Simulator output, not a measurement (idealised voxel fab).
This section sets out a process module, namely voxel double patterning.
The cross-section on display is named cut; it measures 230 nm wide, and its cells are 5 nm squares.
A cross-section is written here as square cells arranged in a grid, and it is given in bands from the top down, each band taking up one or more rows of cells. In this notation a band is specified by the heights of its top and bottom, in that order and in nm, after which its materials appear from left to right, each paired with its width in nm. The word "full width" attached to a single material means that material fills the band from edge to edge; the word "air" stands for empty space. Heights are expressed relative to 0, this being the level below which the as-received wafer comprises one material exclusively. The lowest band is unbounded in the downward direction and is denoted as in "z 0 and below". The notation "30 to 40" denotes a width that varies across the rows of cells in the band, beginning at the first number in the top row, finishing at the second number in the bottom row, and changing by an identical amount from each row to the next. Take "everything unchanged" at face value: in the step it is given for, the cross-section changed in none of its cells. Reported under the label "Enclosed empty spaces" are the empty spaces having no open way to the top and comprising 8 cells or more; the notation for each is width x height at distance, in which the distance is measured from the left edge and all three values are in nm. It should be noted that, on the line of a given step, the content following the step's settings is a remark produced by the simulator itself with respect to that step. The "overlay nm" setting may appear on a step's line; for a step that uses a mask, it gives how far to the right of its planned position the mask lay, and a negative value indicates the left.
Listed below are the process steps as planned:
1) RECEIVE (material Si)
2) CONFORMAL_DEP (material SiO2; thk nm 5)
3) DIRECTIONAL_DEP (material TiN; thk nm 10)
4) DIRECTIONAL_DEP (material SiCN; thk nm 5)
5) DIRECTIONAL_DEP (material aC; thk nm 5)
6) PATTERN (tone open; mask id FIRST; material resist; width nm 15; pitch nm 50; thk nm 30; overlay nm 0)
7) DIRECTIONAL_ETCH (etch materials aC; depth nm 15)
8) STRIP (etch materials resist)
9) DIRECTIONAL_ETCH (etch materials SiCN; depth nm 5)
10) STRIP (etch materials aC)
11) MASKED_ETCH (tone open; mask id SECOND; width nm 15; etch materials SiCN; depth nm 5; overlay nm 0)
12) DIRECTIONAL_ETCH (etch materials TiN; depth nm 10)
13) STRIP (etch materials SiCN)
The plan's step 5 thk nm is the first wafer's value; the wafers differ in this setting and start identical.
Cross-section, first of several wafers, as delivered after step 1:
  z 0 and below  Si full width
  Enclosed empty spaces: none
Here's the first of several wafers in cross-section, end of the module, after the last step, step 13:
  z 15 to 5  80 nm TiN; 15 nm air; 10 nm TiN; 15 nm air; 10 nm TiN; 15 nm air; 85 nm TiN
  z 5 to 0  SiO2 full width
  z 0 and below  Si full width
  Enclosed empty spaces: none
End of module, last wafer sectioned:
  z 15 to 5  105 nm TiN; 15 nm air; 110 nm TiN
  z 5 to 0  SiO2 full width
  z 0 and below  Si full width
  Enclosed empty spaces: none
Each row below is a wafer at the end of the module, listing for every material the number of cells it has gained (+) or lost (-) since it was received, followed by its closed voids:
thk nm 5; +46 SiO2; +74 TiN; Enclosed empty spaces: none
thk nm 10; +46 SiO2; +74 TiN; Enclosed empty spaces: none
thk nm 15; +46 SiO2; +74 TiN; Enclosed empty spaces: none
thk nm 20; +46 SiO2; +86 TiN; Enclosed empty spaces: none
thk nm 25; +46 SiO2; +86 TiN; Enclosed empty spaces: none
thk nm 30; +46 SiO2; +86 TiN; Enclosed empty spaces: none
